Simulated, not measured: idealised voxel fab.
A process module follows: voxel tone inversion.
Xsec cut, 270 nm wide, square cell size 5 nm.
Cross-sections here: square-cell grids, written as top-down lists of bands, a band being one or more rows of cells. The entry gives the band's vertical extent as a top height and a bottom height in nm, then its horizontal make-up as materials from left to right, each with a width in nm. "air" stands for empty space; a single material marked "everywhere" fills the band edge to edge. Measure heights from 0. That's the level where, below it, the as-received wafer is all one material. The lowest band is bottomless and extends downward; write it as in "from 0 down". With a width like "30 to 40", each row of cells in the band differs from the next by the same amount, the top row carrying the first number and the bottom row the second. "nothing different" means the step left every cell of the cross-section as it was. Each empty space that has no open way to the top and spans at least 8 cells appears under "Trapped cavities" as width x height at distance, the distance counted from the left edge, all in nm. Read whatever lies past the settings on a step's line as the simulator's own remark about the step. overlay nm: right-of-plan distance of the mask on a masked step; negative values mean left-of-plan.
-- So here's the lineup of process steps we planned
| 1 | RECEIVE: material Si |
| 2 | CONFORMAL_DEP: material SiCN, thk nm 5 |
| 3 | DIRECTIONAL_DEP: material polySi, thk nm 15 |
| 4 | PATTERN: tone cover, mask id POSTS, material resist, width nm 25, pitch nm 45, thk nm 25, overlay nm 0 |
| 5 | DIRECTIONAL_ETCH: etch materials polySi, depth nm 15 |
| 6 | STRIP: etch materials resist |
| 7 | FILL_DEP: material lowk, thk nm 5 |
| 8 | CMP: height nm 20 |
| 9 | STRIP: etch materials polySi |
-- First wafer of two (run as planned)
-- Wafer as received: cross-section following step 1
from 0 down = Si everywhere
Trapped cavities: none
-- Cross-section of the wafer after step 2
from 5 to 0 = SiCN everywhere
No changes below 0.
-- Cross-section of the wafer after step 3
from 20 to 5 = polySi everywhere
No changes below 5.
-- Cross-section of the wafer after step 4
from 45 to 20 = air (75) / resist (25) / air (20) / resist (25) / air (20) / resist (25) / air (80)
No changes below 20.
-- Cross-section of the wafer after step 5
from 45 to 20 = air (75) / resist (25) / air (20) / resist (25) / air (20) / resist (25) / air (80)
from 20 to 5 = air (75) / polySi (25) / air (20) / polySi (25) / air (20) / polySi (25) / air (80)
No changes below 5.
-- Cross-section of the wafer after step 6
from 20 to 5 = air (75) / polySi (25) / air (20) / polySi (25) / air (20) / polySi (25) / air (80)
No changes below 5.
-- Cross-section of the wafer after step 7
from 25 to 20 = lowk everywhere
from 20 to 5 = lowk (75) / polySi (25) / lowk (20) / polySi (25) / lowk (20) / polySi (25) / lowk (80)
No changes below 5.
-- Cross-section of the wafer after step 8
from 20 to 5 = lowk (75) / polySi (25) / lowk (20) / polySi (25) / lowk (20) / polySi (25) / lowk (80)
No changes below 5.
-- Cross-section of the wafer after step 9
from 20 to 5 = lowk (75) / air (25) / lowk (20) / air (25) / lowk (20) / air (25) / lowk (80)
No changes below 5.
-- The second wafer: identical to the first at the outset and in its planned sequence, differing only in that one mistake was made during processing; up to and including step 3, its path is the first wafer's path
-- Here is the second wafer in cross-section at the point where step 4 of the plan should have been done
from 45 to 20 = air (75) / resist (30) / air (15) / resist (30) / air (15) / resist (30) / air (75)
No changes below 20.
-- Here is the second wafer in cross-section at the point where step 5 of the plan should have been done
from 45 to 20 = air (75) / resist (30) / air (15) / resist (30) / air (15) / resist (30) / air (75)
from 20 to 5 = air (75) / polySi (30) / air (15) / polySi (30) / air (15) / polySi (30) / air (75)
No changes below 5.
-- Here is the second wafer in cross-section at the point where step 6 of the plan should have been done
from 20 to 5 = air (75) / polySi (30) / air (15) / polySi (30) / air (15) / polySi (30) / air (75)
No changes below 5.
-- Here is the second wafer in cross-section at the point where step 7 of the plan should have been done
from 25 to 20 = lowk everywhere
from 20 to 5 = lowk (75) / polySi (30) / lowk (15) / polySi (30) / lowk (15) / polySi (30) / lowk (75)
No changes below 5.
-- Here is the second wafer in cross-section at the point where step 8 of the plan should have been done
from 20 to 5 = lowk (75) / polySi (30) / lowk (15) / polySi (30) / lowk (15) / polySi (30) / lowk (75)
No changes below 5.
-- Here is the second wafer in cross-section at the point where step 9 of the plan should have been done
from 20 to 5 = lowk (75) / air (30) / lowk (15) / air (30) / lowk (15) / air (30) / lowk (75)
No changes below 5.
Want to know what went wrong? off-plan run, step 4, actual operation and settings PATTERN: tone cover, mask id POSTS, material resist, width nm 30, pitch nm 45, thk nm 25, overlay nm 0
Materials where the second wafer ends with more or fewer cells than the first: 9 fewer of lowk
